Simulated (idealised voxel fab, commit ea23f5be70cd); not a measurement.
The document below concerns the process module designated voxel capacitor over wiring.
Shown is cross-section cut, with a width of 255 nm and square cells of size 5 nm.
When this document writes out a cross-section, it uses a grid of square cells and lists it as bands, beginning at the top and moving down, with a band standing for one or more rows of cells. Read a band's entry like this: the first values are the height of its top and the height of its bottom in nm, and what follows is the sequence of materials from left to right, each with its width in nm. Note that "air" is empty space, and that a single material marked "all across" reaches across the band from edge to edge. All heights in this document are referenced to 0, defined as the level beneath which the wafer, as received, consists entirely of one material. The lowest band is not bounded below; it extends indefinitely downward and is written in the form "0 nm and below". The two numbers in a width such as "30..40" mark its ends across the band: the first belongs to the top row of cells, the second to the bottom row, and from each row to the next the width moves by the same amount. "same as before" after a step means that no cell of the cross-section changed. Heads up: "Trapped voids" only lists the empty pockets with no open path to the top that are 8 cells or more, and it writes them as width x height at distance, distance from the left edge, in nm. Text after the settings on a step's line: the simulator's own remark on that step. You can add "overlay nm" to a step's line. For a step with a mask, it describes how far the mask lay to the right of its planned position, and a negative number describes a lay to the left.

-- Listed below are the process steps as planned
- 1: RECEIVE,material Si
- 2: CONFORMAL_DEP,material SiO2,thk nm 15
- 3: DIRECTIONAL_DEP,material TiN,thk nm 5
- 4: DIRECTIONAL_DEP,material W,thk nm 20
- 5: MASKED_ETCH,tone cover,mask id METAL_1,width nm 20,pitch nm 85,etch materials W,depth nm 20,overlay nm 0
- 6: MASKED_ETCH,tone cover,mask id METAL_1,width nm 20,pitch nm 85,etch materials TiN,depth nm 5,overlay nm 0
- 7: FILL_DEP,material lowk,thk nm 5
- 8: CMP,height nm 40
- 9: CONFORMAL_DEP,material SiCN,thk nm 5
- 10: DIRECTIONAL_DEP,material lowk,thk nm 10
- 11: DIRECTIONAL_DEP,material aC,thk nm 10
- 12: PATTERN,tone open,mask id PLUG_1,material resist,width nm 15,thk nm 30,overlay nm 0
- 13: DIRECTIONAL_ETCH,etch materials aC,depth nm 10
- 14: STRIP,etch materials resist
- 15: DIRECTIONAL_ETCH,etch materials lowk,depth nm 10
- 16: DIRECTIONAL_ETCH,etch materials SiCN,depth nm 5
- 17: STRIP,etch materials aC
- 18: EPI,material Ru,thk nm 10
- 19: EPI,material Ru,thk nm 5
- 20: DIRECTIONAL_DEP,material TiN,thk nm 10
- 21: DIRECTIONAL_DEP,material Al2O3,thk nm 5
- 22: DIRECTIONAL_DEP,material TiN,thk nm 5
- 23: DIRECTIONAL_DEP,material aC,thk nm 10
- 24: PATTERN,tone cover,mask id UPPER_PLATE,material resist,width nm 70,thk nm 25,overlay nm 0
- 25: DIRECTIONAL_ETCH,etch materials aC,depth nm 10
- 26: STRIP,etch materials resist
- 27: DIRECTIONAL_ETCH,etch materials TiN,depth nm 5
- 28: DIRECTIONAL_ETCH,etch materials Al2O3,depth nm 5
- 29: STRIP,etch materials aC
- 30: DIRECTIONAL_DEP,material aC,thk nm 15
- 31: PATTERN,tone cover,mask id LOWER_PLATE,material resist,width nm 80,thk nm 35,overlay nm -15
- 32: DIRECTIONAL_ETCH,etch materials aC,depth nm 15
- 33: STRIP,etch materials resist
- 34: DIRECTIONAL_ETCH,etch materials TiN,depth nm 10
- 35: STRIP,etch materials aC
- 36: FILL_DEP,material SiO2,thk nm 15
- 37: CMP,height nm 85
- 38: MASKED_ETCH,tone open,mask id PLUG_2,width nm 15,etch materials SiO2,depth nm 10,overlay nm 0
- 39: CONFORMAL_DEP,material TiN,thk nm 5
- 40: FILL_DEP,material W,thk nm 5
- 41: CMP,height nm 85
- 42: CONFORMAL_DEP,material SiN,thk nm 5
Every wafer here starts from the same state; it is the step 31 overlay nm that distinguishes them, and the value the plan gives belongs to the first wafer.

-- Received wafers, first of several: cross-section after step 1
- 0 nm and below: Si all across
- Trapped voids: none

-- First of several wafers in cross-section at module end, following the final step, step 42
- 90 nm to 85 nm: SiN all across
- 85 nm to 80 nm: SiO2 90; TiN 5; W 5; TiN 5; SiO2 150
- 80 nm to 70 nm: SiO2 90..80; TiN 15..60; SiO2 150..115
- 70 nm to 65 nm: SiO2 80; Al2O3 70; SiO2 105
- 65 nm to 55 nm: SiO2 60; TiN 90; SiO2 105
- 55 nm to 45 nm: lowk 80; Ru 15; lowk 160
- 45 nm to 40 nm: SiCN 80; Ru 15; SiCN 160
- 40 nm to 20 nm: lowk 75; W 20; lowk 65; W 20; lowk 75
- 20 nm to 15 nm: lowk 75; TiN 20; lowk 65; TiN 20; lowk 75
- 15 nm to 0 nm: SiO2 all across
- 0 nm and below: Si all across
- Trapped voids: none

-- Cross-section at module completion, last wafer
- 90 nm to 85 nm: SiN all across
- 85 nm to 80 nm: SiO2 90; TiN 5; W 5; TiN 5; SiO2 150
- 80 nm to 70 nm: SiO2 90; TiN 15..60; SiO2 150..105
- 70 nm to 65 nm: SiO2 80; Al2O3 70; SiO2 105
- 65 nm to 55 nm: SiO2 80; TiN 90; SiO2 85
- 55 nm to 45 nm: lowk 80; Ru 15; lowk 160
- 45 nm to 40 nm: SiCN 80; Ru 15; SiCN 160
- 40 nm to 20 nm: lowk 75; W 20; lowk 65; W 20; lowk 75
- 20 nm to 15 nm: lowk 75; TiN 20; lowk 65; TiN 20; lowk 75
- 15 nm to 0 nm: SiO2 all across
- 0 nm and below: Si all across
- Trapped voids: none

-- Gained (+) or lost (-) cells of each material since receipt, then closed voids: one row per wafer, at the end of the module
overlay nm -15; +14 Al2O3; +9 Ru; +48 SiCN; +51 SiN; +391 SiO2; +61 TiN; +33 W; +311 lowk; Trapped voids: none
overlay nm -10; +14 Al2O3; +9 Ru; +48 SiCN; +51 SiN; +392 SiO2; +60 TiN; +33 W; +311 lowk; Trapped voids: none
overlay nm -5; +14 Al2O3; +9 Ru; +48 SiCN; +51 SiN; +393 SiO2; +59 TiN; +33 W; +311 lowk; Trapped voids: none
overlay nm 0; +14 Al2O3; +9 Ru; +48 SiCN; +51 SiN; +393 SiO2; +59 TiN; +33 W; +311 lowk; Trapped voids: none
overlay nm 5; +14 Al2O3; +9 Ru; +48 SiCN; +51 SiN; +393 SiO2; +59 TiN; +33 W; +311 lowk; Trapped voids: none
overlay nm 10; +14 Al2O3; +9 Ru; +48 SiCN; +51 SiN; +392 SiO2; +60 TiN; +33 W; +311 lowk; Trapped voids: none
overlay nm 15; +14 Al2O3; +9 Ru; +48 SiCN; +51 SiN; +391 SiO2; +61 TiN; +33 W; +311 lowk; Trapped voids: none
